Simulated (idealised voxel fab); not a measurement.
process module | voxel transistor to metal
cross-section cut | 155 nm wide | cells 5 nm
A cross-section is a grid of square cells, given in bands from the top down. A band is one or more rows of cells.
Each band's line starts with the height of the band's top and of its bottom, in nm. Then come its materials from left to right, each with its width in nm. One material with "throughout" fills the band from edge to edge. "air" is empty space.
Height 0 is the level under which the wafer as received is all one material. The lowest band goes on downwards, as in "0 down".
A width such as "30 to 40" changes by the same amount from each row of cells to the next, from the band's top row to its bottom row.
"no change" after a step means that no cell of the cross-section changed.
closed voids: empty space of 8 cells or more with no open way to the top, each as width x height at its distance from the left edge, in nm
after a step's settings: what the simulator itself notes on the step
overlay nm, on a step with a mask: how far to the right of its planned place the mask lay; to the left if negative
plan
1 op RECEIVE | material Si
2 op CONFORMAL_DEP | material SiO2 | thk nm 5
3 op CONFORMAL_DEP | material SiN | thk nm 15
4 op MASKED_ETCH | tone cover | mask id ACTIVE | width nm 120 | etch materials SiN | depth nm 15 | overlay nm 0
5 op MASKED_ETCH | tone cover | mask id ACTIVE | width nm 110 | etch materials SiO2 | depth nm 5 | overlay nm 0
6 op MASKED_ETCH | tone cover | mask id ACTIVE | width nm 120 | etch materials Si | depth nm 20 | overlay nm 0
7 op FILL_DEP | material SiO2 | thk nm 5
8 op CMP | height nm 20
9 op SELECTIVE_ETCH | etch materials SiO2 | depth nm 10
10 op STRIP | etch materials SiN
11 op SELECTIVE_ETCH | etch materials SiO2 | depth nm 5
12 op OXIDIZE | depth nm 5
13 op DIRECTIONAL_DEP | material polySi | thk nm 20
14 op DIRECTIONAL_DEP | material SiCN | thk nm 15
15 op PATTERN | tone cover | mask id GATE | material resist | width nm 30 | thk nm 15 | overlay nm 0
16 op DIRECTIONAL_ETCH | etch materials SiCN | depth nm 25
17 op DIRECTIONAL_ETCH | etch materials polySi | depth nm 30
18 op STRIP | etch materials resist
19 op CONFORMAL_DEP | material SiN | thk nm 5
20 op DIRECTIONAL_ETCH | etch materials SiN | depth nm 5
21 op DIRECTIONAL_ETCH | etch materials SiO2 | depth nm 5
22 op DIRECTIONAL_ETCH | etch materials Si | depth nm 15
23 op EPI | material SiGe | thk nm 15
24 op FILL_DEP | material SiO2 | thk nm 10
25 op CMP | height nm 20
26 op STRIP | etch materials polySi
27 op SELECTIVE_ETCH | etch materials SiO2 | depth nm 5
28 op CONFORMAL_DEP | material HfO2 | thk nm 5
29 op CONFORMAL_DEP | material TiN | thk nm 5
30 op FILL_DEP | material W | thk nm 10
31 op CMP | height nm 15
32 op DIRECTIONAL_DEP | material SiO2 | thk nm 15
33 op PATTERN | tone open | mask id CONTACT | material resist | width nm 20 | pitch nm 80 | thk nm 20 | overlay nm 0
34 op DIRECTIONAL_ETCH | etch materials SiO2 | depth nm 35
35 op STRIP | etch materials resist
36 op CONFORMAL_DEP | material TiN | thk nm 5
37 op FILL_DEP | material W | thk nm 5
38 op CMP | height nm 30
39 op DIRECTIONAL_DEP | material TiN | thk nm 5
40 op DIRECTIONAL_DEP | material Ru | thk nm 25
41 op MASKED_ETCH | tone cover | mask id METAL_1 | width nm 20 | pitch nm 80 | etch materials Ru | depth nm 25 | overlay nm 0
42 op MASKED_ETCH | tone cover | mask id METAL_1 | width nm 20 | pitch nm 80 | etch materials TiN | depth nm 5 | overlay nm 0
43 op FILL_DEP | material lowk | thk nm 10
44 op CMP | height nm 60
45 op CONFORMAL_DEP | material SiCN | thk nm 5
46 op DIRECTIONAL_DEP | material SiO2 | thk nm 35
47 op MASKED_ETCH | tone open | mask id METAL_2 | width nm 20 | pitch nm 80 | etch materials SiO2 | depth nm 20 | overlay nm 0
48 op DIRECTIONAL_DEP | material aC | thk nm 10
49 op PATTERN | tone open | mask id METAL_2_HOLES | material resist | width nm 15 | pitch nm 80 | thk nm 30 | overlay nm 0
50 op DIRECTIONAL_ETCH | etch materials aC | depth nm 10
51 op STRIP | etch materials resist
52 op DIRECTIONAL_ETCH | etch materials SiO2 | depth nm 15
53 op DIRECTIONAL_ETCH | etch materials SiCN | depth nm 5
54 op STRIP | etch materials aC
55 op CONFORMAL_DEP | material TiN | thk nm 5
56 op FILL_DEP | material Cu | thk nm 10
57 op CMP | height nm 100
58 op CONFORMAL_DEP | material SiCN | thk nm 5
varied across the wafers: width nm of step 5. The plan shows the first wafer's value. All wafers start alike
first wafer as received, after step 1
  0 down: Si throughout
  closed voids: none
each wafer at the end: cells of each material gained (+) or lost (-) since it was received, then its closed voids
width nm 110 | +20 Cu | +14 HfO2 | +40 Ru | -100 Si | +56 SiCN | +66 SiGe | +8 SiN | +303 SiO2 | +84 TiN | +22 W | +138 lowk | closed voids: none
width nm 115 | +20 Cu | +14 HfO2 | +40 Ru | -100 Si | +56 SiCN | +66 SiGe | +8 SiN | +303 SiO2 | +84 TiN | +22 W | +138 lowk | closed voids: none
width nm 120 | +20 Cu | +14 HfO2 | +40 Ru | -100 Si | +56 SiCN | +66 SiGe | +8 SiN | +303 SiO2 | +84 TiN | +22 W | +138 lowk | closed voids: none
width nm 125 | +20 Cu | +14 HfO2 | +40 Ru | -97 Si | +56 SiCN | +76 SiGe | +8 SiN | +293 SiO2 | +84 TiN | +19 W | +138 lowk | closed voids: none
